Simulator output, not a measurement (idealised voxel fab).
Documented hereafter: the process module known as voxel transistor to metal.
Section cut is 190 nm wide and gridded with 5 nm square cells.
Cross-sections here: square-cell grids, written as top-down lists of bands, a band being one or more rows of cells. Band entry format. Leading values: height of top, height of bottom, nm. Remainder: materials in left-to-right order, each with its width in nm. Special words: "everywhere" on a single material, which then fills the band edge to edge; "blank", empty space. Where do heights start? At 0: under that level the wafer as delivered is made of one material only. And the lowest band has no floor; it just carries on downward, as in "0 and below". You'd read "30 to 40" like this: the band's top row of cells is as wide as the first number, its bottom row is as wide as the second, and going down, every row changes width by the same amount as the row before did. "nothing changed" for a step: no cell of the cross-section changed in that step. "Completely sealed voids" - sealed voids, min. 8 cells, no opening to top; format: width x height at distance (distance from left edge; nm throughout). On a step's line, text after the settings is the simulator commenting on that step. "overlay nm" on a masked step: distance the mask lay right of its planned place, negative for left.

Steps planned for the process:
- 1: RECEIVE with material Si
- 2: OXIDIZE with depth nm 5
- 3: CONFORMAL_DEP with material SiN, thk nm 15
- 4: PATTERN with tone cover, mask id ACTIVE, material resist, width nm 115, thk nm 20, overlay nm 0
- 5: DIRECTIONAL_ETCH with etch materials SiN, depth nm 15
- 6: DIRECTIONAL_ETCH with etch materials SiO2, depth nm 5
- 7: DIRECTIONAL_ETCH with etch materials Si, depth nm 30
- 8: STRIP with etch materials resist
- 9: FILL_DEP with material SiO2, thk nm 10
- 10: CMP with height nm 15
- 11: SELECTIVE_ETCH with etch materials SiO2, depth nm 15
- 12: STRIP with etch materials SiN
- 13: SELECTIVE_ETCH with etch materials SiO2, depth nm 5
- 14: OXIDIZE with depth nm 5
- 15: DIRECTIONAL_DEP with material polySi, thk nm 25
- 16: DIRECTIONAL_DEP with material SiCN, thk nm 10
- 17: MASKED_ETCH with tone cover, mask id GATE, width nm 25, etch materials SiCN, depth nm 20, overlay nm 0
- 18: MASKED_ETCH with tone cover, mask id GATE, width nm 25, etch materials polySi, depth nm 35, overlay nm 0
- 19: CONFORMAL_DEP with material SiO2, thk nm 5
- 20: DIRECTIONAL_ETCH with etch materials SiO2, depth nm 5
- 21: CONFORMAL_DEP with material SiN, thk nm 10
- 22: DIRECTIONAL_ETCH with etch materials SiN, depth nm 10
- 23: DIRECTIONAL_ETCH with etch materials SiO2, depth nm 5
- 24: EPI with material pSi, thk nm 5
- 25: FILL_DEP with material SiO2, thk nm 10
- 26: CMP with height nm 20
- 27: STRIP with etch materials polySi
- 28: SELECTIVE_ETCH with etch materials SiO2, depth nm 5
- 29: CONFORMAL_DEP with material HfO2, thk nm 5
- 30: CONFORMAL_DEP with material TiN, thk nm 5
- 31: FILL_DEP with material W, thk nm 10
- 32: CMP with height nm 15
- 33: DIRECTIONAL_DEP with material SiO2, thk nm 15
- 34: PATTERN with tone open, mask id CONTACT, material resist, width nm 15, pitch nm 80, thk nm 15, overlay nm 0
- 35: DIRECTIONAL_ETCH with etch materials SiO2, depth nm 35
- 36: STRIP with etch materials resist
- 37: CONFORMAL_DEP with material TiN, thk nm 5
- 38: FILL_DEP with material Ru, thk nm 10
- 39: CMP with height nm 30
- 40: DIRECTIONAL_DEP with material TiN, thk nm 5
- 41: DIRECTIONAL_DEP with material W, thk nm 15
- 42: MASKED_ETCH with tone cover, mask id METAL_1, width nm 15, pitch nm 80, etch materials W, depth nm 15, overlay nm 0
- 43: MASKED_ETCH with tone cover, mask id METAL_1, width nm 15, pitch nm 80, etch materials TiN, depth nm 5, overlay nm 0
- 44: CONFORMAL_DEP with material SiCN, thk nm 5
- 45: FILL_DEP with material lowk, thk nm 5
- 46: CMP with height nm 50
- 47: CONFORMAL_DEP with material SiCN, thk nm 5
- 48: DIRECTIONAL_DEP with material SiO2, thk nm 30
- 49: DIRECTIONAL_DEP with material aC, thk nm 15
- 50: PATTERN with tone open, mask id METAL_2, material resist, width nm 15, pitch nm 80, thk nm 30, overlay nm 0
- 51: DIRECTIONAL_ETCH with etch materials aC, depth nm 15
- 52: STRIP with etch materials resist
- 53: DIRECTIONAL_ETCH with etch materials SiO2, depth nm 15
- 54: STRIP with etch materials aC
- 55: PATTERN with tone open, mask id METAL_2_HOLES, material resist, width nm 15, pitch nm 80, thk nm 15, overlay nm 0
- 56: DIRECTIONAL_ETCH with etch materials SiO2, depth nm 15
- 57: DIRECTIONAL_ETCH with etch materials SiCN, depth nm 5
- 58: STRIP with etch materials resist
- 59: CONFORMAL_DEP with material TiN, thk nm 5
- 60: FILL_DEP with material Cu, thk nm 5
- 61: CMP with height nm 85
- 62: CONFORMAL_DEP with material SiN, thk nm 5

First of two wafers, processed according to plan:

as received, after step 1:
0 and below  Si everywhere
Completely sealed voids: none

Cross-section through the wafer, step 2 finished:
0 down to -5  SiO2 everywhere
Lower than -5, everything is as it was.

Cross-section through the wafer, step 3 finished:
15 down to 0  SiN everywhere
Lower than 0, everything is as it was.

Cross-section through the wafer, step 4 finished:
35 down to 15  blank 35, resist 115, blank 40
Lower than 15, everything is as it was.

Cross-section through the wafer, step 5 finished:
35 down to 15  blank 35, resist 115, blank 40
15 down to 0  blank 35, SiN 115, blank 40
Lower than 0, everything is as it was.

Cross-section through the wafer, step 6 finished:
35 down to 15  blank 35, resist 115, blank 40
15 down to 0  blank 35, SiN 115, blank 40
0 down to -5  blank 35, SiO2 115, blank 40
Lower than -5, everything is as it was.

Cross-section through the wafer, step 7 finished:
35 down to 15  blank 35, resist 115, blank 40
15 down to 0  blank 35, SiN 115, blank 40
0 down to -5  blank 35, SiO2 115, blank 40
-5 down to -35  blank 35, Si 115, blank 40
Lower than -35, everything is as it was.

Cross-section through the wafer, step 8 finished:
15 down to 0  blank 35, SiN 115, blank 40
Lower than 0, everything is as it was.

Cross-section through the wafer, step 9 finished:
25 down to 15  SiO2 everywhere
15 down to 0  SiO2 35, SiN 115, SiO2 40
0 down to -5  SiO2 everywhere
-5 down to -35  SiO2 35, Si 115, SiO2 40
Lower than -35, everything is as it was.

Cross-section through the wafer, step 10 finished:
15 down to 0  SiO2 35, SiN 115, SiO2 40
Lower than 0, everything is as it was.

Cross-section through the wafer, step 11 finished:
15 down to 0  blank 35, SiN 115, blank 40
Lower than 0, everything is as it was.

Cross-section through the wafer, step 12 finished:
0 down to -5  SiO2 everywhere
Lower than -5, everything is as it was.

Cross-section through the wafer, step 13 finished:
-5 down to -35  SiO2 35, Si 115, SiO2 40
Lower than -35, everything is as it was.

Cross-section through the wafer, step 14 finished:
-5 down to -10  SiO2 everywhere
Lower than -10, everything is as it was.

Cross-section through the wafer, step 15 finished:
20 down to -5  polySi everywhere
Lower than -5, everything is as it was.

Cross-section through the wafer, step 16 finished:
30 down to 20  SiCN everywhere
Lower than 20, everything is as it was.

Cross-section through the wafer, step 17 finished:
30 down to 20  blank 80, SiCN 25, blank 85
Lower than 20, everything is as it was.

Cross-section through the wafer, step 18 finished:
30 down to 20  blank 80, SiCN 25, blank 85
20 down to -5  blank 80, polySi 25, blank 85
Lower than -5, everything is as it was.

Cross-section through the wafer, step 19 finished:
35 down to 30  blank 75, SiO2 35, blank 80
30 down to 20  blank 75, SiO2 5, SiCN 25, SiO2 5, blank 80
20 down to 0  blank 75, SiO2 5, polySi 25, SiO2 5, blank 80
0 down to -5  SiO2 80, polySi 25, SiO2 85
Lower than -5, everything is as it was.

Cross-section through the wafer, step 20 finished:
30 down to 20  blank 75, SiO2 5, SiCN 25, SiO2 5, blank 80
20 down to -5  blank 75, SiO2 5, polySi 25, SiO2 5, blank 80
Lower than -5, everything is as it was.

Cross-section through the wafer, step 21 finished:
40 down to 30  blank 65, SiN 55, blank 70
30 down to 20  blank 65, SiN 10, SiO2 5, SiCN 25, SiO2 5, SiN 10, blank 70
20 down to 5  blank 65, SiN 10, SiO2 5, polySi 25, SiO2 5, SiN 10, blank 70
5 down to -5  SiN 75, SiO2 5, polySi 25, SiO2 5, SiN 80
Lower than -5, everything is as it was.

Cross-section through the wafer, step 22 finished:
30 down to 20  blank 65, SiN 10, SiO2 5, SiCN 25, SiO2 5, SiN 10, blank 70
20 down to -5  blank 65, SiN 10, SiO2 5, polySi 25, SiO2 5, SiN 10, blank 70
Lower than -5, everything is as it was.

Cross-section through the wafer, step 23 finished:
30 down to 25  blank 65, SiN 10, blank 5, SiCN 25, blank 5, SiN 10, blank 70
25 down to 20  blank 65, SiN 10, SiO2 5, SiCN 25, SiO2 5, SiN 10, blank 70
20 down to -5  blank 65, SiN 10, SiO2 5, polySi 25, SiO2 5, SiN 10, blank 70
-5 down to -10  blank 65, SiO2 55, blank 70
Lower than -10, everything is as it was.

Cross-section through the wafer, step 24 finished:
30 down to 25  blank 65, SiN 10, blank 5, SiCN 25, blank 5, SiN 10, blank 70
25 down to 20  blank 65, SiN 10, SiO2 5, SiCN 25, SiO2 5, SiN 10, blank 70
20 down to -5  blank 65, SiN 10, SiO2 5, polySi 25, SiO2 5, SiN 10, blank 70
-5 down to -10  blank 30, pSi 35, SiO2 55, pSi 35, blank 35
Lower than -10, everything is as it was.

Cross-section through the wafer, step 25 finished:
40 down to 30  SiO2 everywhere
30 down to 20  SiO2 65, SiN 10, SiO2 5, SiCN 25, SiO2 5, SiN 10, SiO2 70
20 down to -5  SiO2 65, SiN 10, SiO2 5, polySi 25, SiO2 5, SiN 10, SiO2 70
-5 down to -10  SiO2 30, pSi 35, SiO2 55, pSi 35, SiO2 35
Lower than -10, everything is as it was.

Cross-section through the wafer, step 26 finished:
20 down to -5  SiO2 65, SiN 10, SiO2 5, polySi 25, SiO2 5, SiN 10, SiO2 70
Lower than -5, everything is as it was.

Cross-section through the wafer, step 27 finished:
20 down to -5  SiO2 65, SiN 10, SiO2 5, blank 25, SiO2 5, SiN 10, SiO2 70
Lower than -5, everything is as it was.

Cross-section through the wafer, step 28 finished:
20 down to 15  blank 65, SiN 10, blank 35, SiN 10, blank 70
15 down to -5  SiO2 65, SiN 10, blank 35, SiN 10, SiO2 70
-5 down to -10  SiO2 30, pSi 35, SiO2 10, blank 35, SiO2 10, pSi 35, SiO2 35
Lower than -10, everything is as it was.

Cross-section through the wafer, step 29 finished:
25 down to 20  blank 60, HfO2 20, blank 25, HfO2 20, blank 65
20 down to 15  HfO2 65, SiN 10, HfO2 5, blank 25, HfO2 5, SiN 10, HfO2 70
15 down to -5  SiO2 65, SiN 10, HfO2 5, blank 25, HfO2 5, SiN 10, SiO2 70
-5 down to -10  SiO2 30, pSi 35, SiO2 10, HfO2 35, SiO2 10, pSi 35, SiO2 35
Lower than -10, everything is as it was.

Cross-section through the wafer, step 30 finished:
30 down to 25  blank 55, TiN 30, blank 15, TiN 30, blank 60
25 down to 20  TiN 60, HfO2 20, TiN 5, blank 15, TiN 5, HfO2 20, TiN 65
20 down to 15  HfO2 65, SiN 10, HfO2 5, TiN 5, blank 15, TiN 5, HfO2 5, SiN 10, HfO2 70
15 down to 0  SiO2 65, SiN 10, HfO2 5, TiN 5, blank 15, TiN 5, HfO2 5, SiN 10, SiO2 70
0 down to -5  SiO2 65, SiN 10, HfO2 5, TiN 25, HfO2 5, SiN 10, SiO2 70
Lower than -5, everything is as it was.

Cross-section through the wafer, step 31 finished:
40 down to 30  W everywhere
30 down to 25  W 55, TiN 30, W 15, TiN 30, W 60
25 down to 20  TiN 60, HfO2 20, TiN 5, W 15, TiN 5, HfO2 20, TiN 65
20 down to 15  HfO2 65, SiN 10, HfO2 5, TiN 5, W 15, TiN 5, HfO2 5, SiN 10, HfO2 70
15 down to 0  SiO2 65, SiN 10, HfO2 5, TiN 5, W 15, TiN 5, HfO2 5, SiN 10, SiO2 70
Lower than 0, everything is as it was.

Cross-section through the wafer, step 32 finished:
15 down to 0  SiO2 65, SiN 10, HfO2 5, TiN 5, W 15, TiN 5, HfO2 5, SiN 10, SiO2 70
Lower than 0, everything is as it was.

Cross-section through the wafer, step 33 finished:
30 down to 15  SiO2 everywhere
Lower than 15, everything is as it was.

Cross-section through the wafer, step 34 finished:
45 down to 30  resist 45, blank 15, resist 65, blank 15, resist 50
Lower than 30, everything is as it was.

Cross-section through the wafer, step 35 finished:
45 down to 30  resist 45, blank 15, resist 65, blank 15, resist 50
30 down to 15  SiO2 45, blank 15, SiO2 65, blank 15, SiO2 50
15 down to 0  SiO2 45, blank 15, SiO2 5, SiN 10, HfO2 5, TiN 5, W 15, TiN 5, HfO2 5, SiN 10, SiO2 5, blank 15, SiO2 50
0 down to -5  SiO2 45, blank 15, SiO2 5, SiN 10, HfO2 5, TiN 25, HfO2 5, SiN 10, SiO2 5, blank 15, SiO2 50
Lower than -5, everything is as it was.

Cross-section through the wafer, step 36 finished:
30 down to 15  SiO2 45, blank 15, SiO2 65, blank 15, SiO2 50
Lower than 15, everything is as it was.

Cross-section through the wafer, step 37 finished:
35 down to 30  TiN 50, blank 5, TiN 75, blank 5, TiN 55
30 down to 15  SiO2 45, TiN 5, blank 5, TiN 5, SiO2 65, TiN 5, blank 5, TiN 5, SiO2 50
15 down to 0  SiO2 45, TiN 5, blank 5, TiN 5, SiO2 5, SiN 10, HfO2 5, TiN 5, W 15, TiN 5, HfO2 5, SiN 10, SiO2 5, TiN 5, blank 5, TiN 5, SiO2 50
0 down to -5  SiO2 45, TiN 15, SiO2 5, SiN 10, HfO2 5, TiN 25, HfO2 5, SiN 10, SiO2 5, TiN 15, SiO2 50
Lower than -5, everything is as it was.

Cross-section through the wafer, step 38 finished:
45 down to 35  Ru everywhere
35 down to 30  TiN 50, Ru 5, TiN 75, Ru 5, TiN 55
30 down to 15  SiO2 45, TiN 5, Ru 5, TiN 5, SiO2 65, TiN 5, Ru 5, TiN 5, SiO2 50
15 down to 0  SiO2 45, TiN 5, Ru 5, TiN 5, SiO2 5, SiN 10, HfO2 5, TiN 5, W 15, TiN 5, HfO2 5, SiN 10, SiO2 5, TiN 5, Ru 5, TiN 5, SiO2 50
Lower than 0, everything is as it was.

Cross-section through the wafer, step 39 finished:
30 down to 15  SiO2 45, TiN 5, Ru 5, TiN 5, SiO2 65, TiN 5, Ru 5, TiN 5, SiO2 50
Lower than 15, everything is as it was.

Cross-section through the wafer, step 40 finished:
35 down to 30  TiN everywhere
Lower than 30, everything is as it was.

Cross-section through the wafer, step 41 finished:
50 down to 35  W everywhere
Lower than 35, everything is as it was.

Cross-section through the wafer, step 42 finished:
50 down to 35  blank 45, W 15, blank 65, W 15, blank 50
Lower than 35, everything is as it was.

Cross-section through the wafer, step 43 finished:
50 down to 35  blank 45, W 15, blank 65, W 15, blank 50
35 down to 30  blank 45, TiN 15, blank 65, TiN 15, blank 50
Lower than 30, everything is as it was.

Cross-section through the wafer, step 44 finished:
55 down to 50  blank 40, SiCN 25, blank 55, SiCN 25, blank 45
50 down to 35  blank 40, SiCN 5, W 15, SiCN 5, blank 55, SiCN 5, W 15, SiCN 5, blank 45
35 down to 30  SiCN 45, TiN 15, SiCN 65, TiN 15, SiCN 50
Lower than 30, everything is as it was.

Cross-section through the wafer, step 45 finished:
60 down to 55  lowk everywhere
55 down to 50  lowk 40, SiCN 25, lowk 55, SiCN 25, lowk 45
50 down to 35  lowk 40, SiCN 5, W 15, SiCN 5, lowk 55, SiCN 5, W 15, SiCN 5, lowk 45
Lower than 35, everything is as it was.

Cross-section through the wafer, step 46 finished:
50 down to 35  lowk 40, SiCN 5, W 15, SiCN 5, lowk 55, SiCN 5, W 15, SiCN 5, lowk 45
Lower than 35, everything is as it was.

Cross-section through the wafer, step 47 finished:
55 down to 50  SiCN everywhere
Lower than 50, everything is as it was.

Cross-section through the wafer, step 48 finished:
85 down to 55  SiO2 everywhere
Lower than 55, everything is as it was.

Cross-section through the wafer, step 49 finished:
100 down to 85  aC everywhere
Lower than 85, everything is as it was.

Cross-section through the wafer, step 50 finished:
130 down to 100  resist 45, blank 15, resist 65, blank 15, resist 50
Lower than 100, everything is as it was.

Cross-section through the wafer, step 51 finished:
115 down to 100  resist 45, blank 15, resist 65, blank 15, resist 50
100 down to 85  aC 45, blank 15, aC 65, blank 15, aC 50
Lower than 85, everything is as it was.

Cross-section through the wafer, step 52 finished:
100 down to 85  aC 45, blank 15, aC 65, blank 15, aC 50
Lower than 85, everything is as it was.

Cross-section through the wafer, step 53 finished:
100 down to 85  aC 45, blank 15, aC 65, blank 15, aC 50
85 down to 70  SiO2 45, blank 15, SiO2 65, blank 15, SiO2 50
Lower than 70, everything is as it was.

Cross-section through the wafer, step 54 finished:
85 down to 70  SiO2 45, blank 15, SiO2 65, blank 15, SiO2 50
Lower than 70, everything is as it was.

Cross-section through the wafer, step 55 finished:
100 down to 85  resist 45, blank 15, resist 65, blank 15, resist 50
Lower than 85, everything is as it was.

Cross-section through the wafer, step 56 finished:
100 down to 85  resist 45, blank 15, resist 65, blank 15, resist 50
85 down to 55  SiO2 45, blank 15, SiO2 65, blank 15, SiO2 50
Lower than 55, everything is as it was.

Cross-section through the wafer, step 57 finished:
100 down to 85  resist 45, blank 15, resist 65, blank 15, resist 50
85 down to 55  SiO2 45, blank 15, SiO2 65, blank 15, SiO2 50
55 down to 50  SiCN 45, blank 15, SiCN 65, blank 15, SiCN 50
Lower than 50, everything is as it was.

Cross-section through the wafer, step 58 finished:
85 down to 55  SiO2 45, blank 15, SiO2 65, blank 15, SiO2 50
Lower than 55, everything is as it was.

Cross-section through the wafer, step 59 finished:
90 down to 85  TiN 50, blank 5, TiN 75, blank 5, TiN 55
85 down to 55  SiO2 45, TiN 5, blank 5, TiN 5, SiO2 65, TiN 5, blank 5, TiN 5, SiO2 50
55 down to 50  SiCN 45, TiN 15, SiCN 65, TiN 15, SiCN 50
Lower than 50, everything is as it was.

Cross-section through the wafer, step 60 finished:
95 down to 90  Cu everywhere
90 down to 85  TiN 50, Cu 5, TiN 75, Cu 5, TiN 55
85 down to 55  SiO2 45, TiN 5, Cu 5, TiN 5, SiO2 65, TiN 5, Cu 5, TiN 5, SiO2 50
Lower than 55, everything is as it was.

Cross-section through the wafer, step 61 finished:
85 down to 55  SiO2 45, TiN 5, Cu 5, TiN 5, SiO2 65, TiN 5, Cu 5, TiN 5, SiO2 50
Lower than 55, everything is as it was.

Cross-section through the wafer, step 62 finished:
90 down to 85  SiN everywhere
Lower than 85, everything is as it was.

The second wafer was prepared from the same starting point and under the same plan as the first; its processing contained one mistake, and it remains indistinguishable from the first wafer up to and including step 29:

Second wafer cross-section, taken as of the time the plan sets for step 30 to be done:
30 down to 25  blank 55, SiCN 30, blank 15, SiCN 30, blank 60
25 down to 20  SiCN 60, HfO2 20, SiCN 5, blank 15, SiCN 5, HfO2 20, SiCN 65
20 down to 15  HfO2 65, SiN 10, HfO2 5, SiCN 5, blank 15, SiCN 5, HfO2 5, SiN 10, HfO2 70
15 down to 0  SiO2 65, SiN 10, HfO2 5, SiCN 5, blank 15, SiCN 5, HfO2 5, SiN 10, SiO2 70
0 down to -5  SiO2 65, SiN 10, HfO2 5, SiCN 25, HfO2 5, SiN 10, SiO2 70
Lower than -5, everything is as it was.

Second wafer cross-section, taken as of the time the plan sets for step 31 to be done:
40 down to 30  W everywhere
30 down to 25  W 55, SiCN 30, W 15, SiCN 30, W 60
25 down to 20  SiCN 60, HfO2 20, SiCN 5, W 15, SiCN 5, HfO2 20, SiCN 65
20 down to 15  HfO2 65, SiN 10, HfO2 5, SiCN 5, W 15, SiCN 5, HfO2 5, SiN 10, HfO2 70
15 down to 0  SiO2 65, SiN 10, HfO2 5, SiCN 5, W 15, SiCN 5, HfO2 5, SiN 10, SiO2 70
Lower than 0, everything is as it was.

Second wafer cross-section, taken as of the time the plan sets for step 32 to be done:
15 down to 0  SiO2 65, SiN 10, HfO2 5, SiCN 5, W 15, SiCN 5, HfO2 5, SiN 10, SiO2 70
Lower than 0, everything is as it was.

Second wafer cross-section, taken as of the time the plan sets for step 33 to be done:
30 down to 15  SiO2 everywhere
Lower than 15, everything is as it was.

Second wafer cross-section, taken as of the time the plan sets for step 34 to be done:
45 down to 30  resist 45, blank 15, resist 65, blank 15, resist 50
Lower than 30, everything is as it was.

Second wafer cross-section, taken as of the time the plan sets for step 35 to be done:
45 down to 30  resist 45, blank 15, resist 65, blank 15, resist 50
30 down to 15  SiO2 45, blank 15, SiO2 65, blank 15, SiO2 50
15 down to 0  SiO2 45, blank 15, SiO2 5, SiN 10, HfO2 5, SiCN 5, W 15, SiCN 5, HfO2 5, SiN 10, SiO2 5, blank 15, SiO2 50
0 down to -5  SiO2 45, blank 15, SiO2 5, SiN 10, HfO2 5, SiCN 25, HfO2 5, SiN 10, SiO2 5, blank 15, SiO2 50
Lower than -5, everything is as it was.

Second wafer cross-section, taken as of the time the plan sets for step 36 to be done:
30 down to 15  SiO2 45, blank 15, SiO2 65, blank 15, SiO2 50
Lower than 15, everything is as it was.

Second wafer cross-section, taken as of the time the plan sets for step 37 to be done:
35 down to 30  TiN 50, blank 5, TiN 75, blank 5, TiN 55
30 down to 15  SiO2 45, TiN 5, blank 5, TiN 5, SiO2 65, TiN 5, blank 5, TiN 5, SiO2 50
15 down to 0  SiO2 45, TiN 5, blank 5, TiN 5, SiO2 5, SiN 10, HfO2 5, SiCN 5, W 15, SiCN 5, HfO2 5, SiN 10, SiO2 5, TiN 5, blank 5, TiN 5, SiO2 50
0 down to -5  SiO2 45, TiN 15, SiO2 5, SiN 10, HfO2 5, SiCN 25, HfO2 5, SiN 10, SiO2 5, TiN 15, SiO2 50
Lower than -5, everything is as it was.

Second wafer cross-section, taken as of the time the plan sets for step 38 to be done:
45 down to 35  Ru everywhere
35 down to 30  TiN 50, Ru 5, TiN 75, Ru 5, TiN 55
30 down to 15  SiO2 45, TiN 5, Ru 5, TiN 5, SiO2 65, TiN 5, Ru 5, TiN 5, SiO2 50
15 down to 0  SiO2 45, TiN 5, Ru 5, TiN 5, SiO2 5, SiN 10, HfO2 5, SiCN 5, W 15, SiCN 5, HfO2 5, SiN 10, SiO2 5, TiN 5, Ru 5, TiN 5, SiO2 50
Lower than 0, everything is as it was.

Second wafer cross-section, taken as of the time the plan sets for step 39 to be done:
30 down to 15  SiO2 45, TiN 5, Ru 5, TiN 5, SiO2 65, TiN 5, Ru 5, TiN 5, SiO2 50
Lower than 15, everything is as it was.

Second wafer cross-section, taken as of the time the plan sets for step 40 to be done:
35 down to 30  TiN everywhere
Lower than 30, everything is as it was.

Second wafer cross-section, taken as of the time the plan sets for step 41 to be done:
50 down to 35  W everywhere
Lower than 35, everything is as it was.

Second wafer cross-section, taken as of the time the plan sets for step 42 to be done:
50 down to 35  blank 45, W 15, blank 65, W 15, blank 50
Lower than 35, everything is as it was.

Second wafer cross-section, taken as of the time the plan sets for step 43 to be done:
50 down to 35  blank 45, W 15, blank 65, W 15, blank 50
35 down to 30  blank 45, TiN 15, blank 65, TiN 15, blank 50
Lower than 30, everything is as it was.

Second wafer cross-section, taken as of the time the plan sets for step 44 to be done:
55 down to 50  blank 40, SiCN 25, blank 55, SiCN 25, blank 45
50 down to 35  blank 40, SiCN 5, W 15, SiCN 5, blank 55, SiCN 5, W 15, SiCN 5, blank 45
35 down to 30  SiCN 45, TiN 15, SiCN 65, TiN 15, SiCN 50
Lower than 30, everything is as it was.

Second wafer cross-section, taken as of the time the plan sets for step 45 to be done:
60 down to 55  lowk everywhere
55 down to 50  lowk 40, SiCN 25, lowk 55, SiCN 25, lowk 45
50 down to 35  lowk 40, SiCN 5, W 15, SiCN 5, lowk 55, SiCN 5, W 15, SiCN 5, lowk 45
Lower than 35, everything is as it was.

Second wafer cross-section, taken as of the time the plan sets for step 46 to be done:
50 down to 35  lowk 40, SiCN 5, W 15, SiCN 5, lowk 55, SiCN 5, W 15, SiCN 5, lowk 45
Lower than 35, everything is as it was.

Second wafer cross-section, taken as of the time the plan sets for step 47 to be done:
55 down to 50  SiCN everywhere
Lower than 50, everything is as it was.

Second wafer cross-section, taken as of the time the plan sets for step 48 to be done:
85 down to 55  SiO2 everywhere
Lower than 55, everything is as it was.

Second wafer cross-section, taken as of the time the plan sets for step 49 to be done:
100 down to 85  aC everywhere
Lower than 85, everything is as it was.

Second wafer cross-section, taken as of the time the plan sets for step 50 to be done:
130 down to 100  resist 45, blank 15, resist 65, blank 15, resist 50
Lower than 100, everything is as it was.

Second wafer cross-section, taken as of the time the plan sets for step 51 to be done:
115 down to 100  resist 45, blank 15, resist 65, blank 15, resist 50
100 down to 85  aC 45, blank 15, aC 65, blank 15, aC 50
Lower than 85, everything is as it was.

Second wafer cross-section, taken as of the time the plan sets for step 52 to be done:
100 down to 85  aC 45, blank 15, aC 65, blank 15, aC 50
Lower than 85, everything is as it was.

Second wafer cross-section, taken as of the time the plan sets for step 53 to be done:
100 down to 85  aC 45, blank 15, aC 65, blank 15, aC 50
85 down to 70  SiO2 45, blank 15, SiO2 65, blank 15, SiO2 50
Lower than 70, everything is as it was.

Second wafer cross-section, taken as of the time the plan sets for step 54 to be done:
85 down to 70  SiO2 45, blank 15, SiO2 65, blank 15, SiO2 50
Lower than 70, everything is as it was.

Second wafer cross-section, taken as of the time the plan sets for step 55 to be done:
100 down to 85  resist 45, blank 15, resist 65, blank 15, resist 50
Lower than 85, everything is as it was.

Second wafer cross-section, taken as of the time the plan sets for step 56 to be done:
100 down to 85  resist 45, blank 15, resist 65, blank 15, resist 50
85 down to 55  SiO2 45, blank 15, SiO2 65, blank 15, SiO2 50
Lower than 55, everything is as it was.

Second wafer cross-section, taken as of the time the plan sets for step 57 to be done:
100 down to 85  resist 45, blank 15, resist 65, blank 15, resist 50
85 down to 55  SiO2 45, blank 15, SiO2 65, blank 15, SiO2 50
55 down to 50  SiCN 45, blank 15, SiCN 65, blank 15, SiCN 50
Lower than 50, everything is as it was.

Second wafer cross-section, taken as of the time the plan sets for step 58 to be done:
85 down to 55  SiO2 45, blank 15, SiO2 65, blank 15, SiO2 50
Lower than 55, everything is as it was.

Second wafer cross-section, taken as of the time the plan sets for step 59 to be done:
90 down to 85  TiN 50, blank 5, TiN 75, blank 5, TiN 55
85 down to 55  SiO2 45, TiN 5, blank 5, TiN 5, SiO2 65, TiN 5, blank 5, TiN 5, SiO2 50
55 down to 50  SiCN 45, TiN 15, SiCN 65, TiN 15, SiCN 50
Lower than 50, everything is as it was.

Second wafer cross-section, taken as of the time the plan sets for step 60 to be done:
95 down to 90  Cu everywhere
90 down to 85  TiN 50, Cu 5, TiN 75, Cu 5, TiN 55
85 down to 55  SiO2 45, TiN 5, Cu 5, TiN 5, SiO2 65, TiN 5, Cu 5, TiN 5, SiO2 50
Lower than 55, everything is as it was.

Second wafer cross-section, taken as of the time the plan sets for step 61 to be done:
85 down to 55  SiO2 45, TiN 5, Cu 5, TiN 5, SiO2 65, TiN 5, Cu 5, TiN 5, SiO2 50
Lower than 55, everything is as it was.

Second wafer cross-section, taken as of the time the plan sets for step 62 to be done:
90 down to 85  SiN everywhere
Lower than 85, everything is as it was.
Want to know what went wrong? note that step 30 departed from the planned setting and was carried out as CONFORMAL_DEP with material SiCN, thk nm 5
Final cells, second wafer relative to first, materials higher or lower: +11 SiCN; -11 TiN
